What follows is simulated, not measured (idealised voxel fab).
This is a process module. Its name is voxel spacer lines.
Square cell edge 5 nm, section width 195 nm, ID cut.
Format of a cross-section: grid, square cells. Given as bands. Order: top down. Band: one or more rows of cells.
Top, bottom (nm), then materials left to right with widths (nm); lone material tagged "edge to edge" fills the whole band edge to edge; "empty" = empty space.
Height reference: 0 = level under which incoming wafer is all one material. Lowest band: no bottom, runs on downward, e.g. "0..down".
You'd read "30 to 40" like this: the band's top row of cells is as wide as the first number, its bottom row is as wide as the second, and going down, every row changes width by the same amount as the row before did.
The cross-section has no changed cell in any step marked "no change".
For the entry "Enclosed internal cavities", the listed items are empty spaces with no open way to the top whose size is 8 cells or more; each item follows the pattern width x height at distance, where distance is from the left edge and all three are in nm.
Where a step's line continues beyond its settings, the continuation is a remark by the simulator itself on that step.
If you see "overlay nm" on a step's line and that step has a mask, it's telling you how far right of where it was planned the mask ended up; a negative number means it went left instead.
[Planned process steps]
| 1 | RECEIVE with material Si |
| 2 | CONFORMAL_DEP with material Al2O3, thk nm 10 |
| 3 | DIRECTIONAL_DEP with material W, thk nm 15 |
| 4 | DIRECTIONAL_DEP with material polySi, thk nm 25 |
| 5 | PATTERN with tone cover, mask id MANDREL, material resist, width nm 20, pitch nm 60, thk nm 30, overlay nm 0 |
| 6 | DIRECTIONAL_ETCH with etch materials polySi, depth nm 25 |
| 7 | STRIP with etch materials resist |
| 8 | CONFORMAL_DEP with material SiO2, thk nm 10 |
| 9 | DIRECTIONAL_ETCH with etch materials SiO2, depth nm 10 |
| 10 | STRIP with etch materials polySi |
| 11 | DIRECTIONAL_ETCH with etch materials W, depth nm 15 |
| 12 | STRIP with etch materials SiO2 |
[First wafer of two (run as planned)]
[Shown in cross-section is the wafer as received, that is, as it stands after step 1]
  0..down | Si edge to edge
  Enclosed internal cavities: none
[The wafer in cross-section once step 2 is complete]
  10..0 | Al2O3 edge to edge
  Whatever lies below 0 is exactly as it was before.
[The wafer in cross-section once step 3 is complete]
  25..10 | W edge to edge
  Whatever lies below 10 is exactly as it was before.
[The wafer in cross-section once step 4 is complete]
  50..25 | polySi edge to edge
  Whatever lies below 25 is exactly as it was before.
[The wafer in cross-section once step 5 is complete]
  80..50 | empty=25, resist=20, empty=40, resist=20, empty=40, resist=20, empty=30
  Whatever lies below 50 is exactly as it was before.
[The wafer in cross-section once step 6 is complete]
  80..50 | empty=25, resist=20, empty=40, resist=20, empty=40, resist=20, empty=30
  50..25 | empty=25, polySi=20, empty=40, polySi=20, empty=40, polySi=20, empty=30
  Whatever lies below 25 is exactly as it was before.
[The wafer in cross-section once step 7 is complete]
  50..25 | empty=25, polySi=20, empty=40, polySi=20, empty=40, polySi=20, empty=30
  Whatever lies below 25 is exactly as it was before.
[The wafer in cross-section once step 8 is complete]
  60..50 | empty=15, SiO2=40, empty=20, SiO2=40, empty=20, SiO2=40, empty=20
  50..35 | empty=15, SiO2=10, polySi=20, SiO2=10, empty=20, SiO2=10, polySi=20, SiO2=10, empty=20, SiO2=10, polySi=20, SiO2=10, empty=20
  35..25 | SiO2=25, polySi=20, SiO2=40, polySi=20, SiO2=40, polySi=20, SiO2=30
  Whatever lies below 25 is exactly as it was before.
[The wafer in cross-section once step 9 is complete]
  50..25 | empty=15, SiO2=10, polySi=20, SiO2=10, empty=20, SiO2=10, polySi=20, SiO2=10, empty=20, SiO2=10, polySi=20, SiO2=10, empty=20
  Whatever lies below 25 is exactly as it was before.
[The wafer in cross-section once step 10 is complete]
  50..25 | empty=15, SiO2=10, empty=20, SiO2=10, empty=20, SiO2=10, empty=20, SiO2=10, empty=20, SiO2=10, empty=20, SiO2=10, empty=20
  Whatever lies below 25 is exactly as it was before.
[The wafer in cross-section once step 11 is complete]
  50..25 | empty=15, SiO2=10, empty=20, SiO2=10, empty=20, SiO2=10, empty=20, SiO2=10, empty=20, SiO2=10, empty=20, SiO2=10, empty=20
  25..10 | empty=15, W=10, empty=20, W=10, empty=20, W=10, empty=20, W=10, empty=20, W=10, empty=20, W=10, empty=20
  Whatever lies below 10 is exactly as it was before.
[The wafer in cross-section once step 12 is complete]
  25..10 | empty=15, W=10, empty=20, W=10, empty=20, W=10, empty=20, W=10, empty=20, W=10, empty=20, W=10, empty=20
  Whatever lies below 10 is exactly as it was before.
[For the second wafer, take the first wafer's start and plan, then add one mistake made in running it; everything through step 7, that step included, is shared with the first]
[What the second wafer looks like in cross-section when step 8 should have wrapped up]
  60..50 | empty=15, W=40, empty=20, W=40, empty=20, W=40, empty=20
  50..35 | empty=15, W=10, polySi=20, W=10, empty=20, W=10, polySi=20, W=10, empty=20, W=10, polySi=20, W=10, empty=20
  35..25 | W=25, polySi=20, W=40, polySi=20, W=40, polySi=20, W=30
  Whatever lies below 25 is exactly as it was before.
What the second wafer looks like in cross-section when step 9 should have wrapped up: no change
What the second wafer looks like in cross-section when step 10 should have wrapped up: no change
[What the second wafer looks like in cross-section when step 11 should have wrapped up]
  50..45 | empty=25, polySi=20, empty=40, polySi=20, empty=40, polySi=20, empty=30
  45..25 | empty=15, W=10, polySi=20, W=10, empty=20, W=10, polySi=20, W=10, empty=20, W=10, polySi=20, W=10, empty=20
  25..20 | empty=15, W=40, empty=20, W=40, empty=20, W=40, empty=20
  Whatever lies below 20 is exactly as it was before.
What the second wafer looks like in cross-section when step 12 should have wrapped up: no change
Processing error: step 8 ran differently from the plan; actual operation with settings: CONFORMAL_DEP with material W, thk nm 10
End check, counted in cells, second wafer has more or fewer of these materials than the first: +114 W | +60 polySi
